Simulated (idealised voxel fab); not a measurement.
process module | voxel lift off
cross-section cut | 210 nm wide | cells 5 nm
A cross-section is a grid of square cells, given in bands from the top down. A band is one or more rows of cells.
Each band's line starts with the height of the band's top and of its bottom, in nm. Then come its materials from left to right, each with its width in nm. One material with "throughout" fills the band from edge to edge. "air" is empty space.
Height 0 is the level under which the wafer as received is all one material. The lowest band goes on downwards, as in "0 down".
A width such as "30 to 40" changes by the same amount from each row of cells to the next, from the band's top row to its bottom row.
"no change" after a step means that no cell of the cross-section changed.
closed voids: empty space of 8 cells or more with no open way to the top, each as width x height at its distance from the left edge, in nm
after a step's settings: what the simulator itself notes on the step
overlay nm, on a step with a mask: how far to the right of its planned place the mask lay; to the left if negative
plan
1 op RECEIVE | material Si
2 op CONFORMAL_DEP | material Al2O3 | thk nm 15
3 op PATTERN | tone open | mask id LINES | material resist | width nm 30 | pitch nm 50 | thk nm 30 | overlay nm 0
4 op DIRECTIONAL_DEP | material Ru | thk nm 5
5 op STRIP | etch materials resist
6 op CONFORMAL_DEP | material SiO2 | thk nm 10
varied across the wafers: thk nm of step 4. The plan shows the first wafer's value. All wafers start alike
first wafer as received, after step 1
  0 down: Si throughout
  closed voids: none
each wafer at the end: cells of each material gained (+) or lost (-) since it was received, then its closed voids
thk nm 5 | +126 Al2O3 | +18 Ru | +96 SiO2 | closed voids: none
thk nm 10 | +126 Al2O3 | +36 Ru | +108 SiO2 | closed voids: none
thk nm 15 | +126 Al2O3 | +54 Ru | +120 SiO2 | closed voids: none
thk nm 20 | +126 Al2O3 | +72 Ru | +132 SiO2 | closed voids: none
thk nm 25 | +126 Al2O3 | +90 Ru | +144 SiO2 | closed voids: none
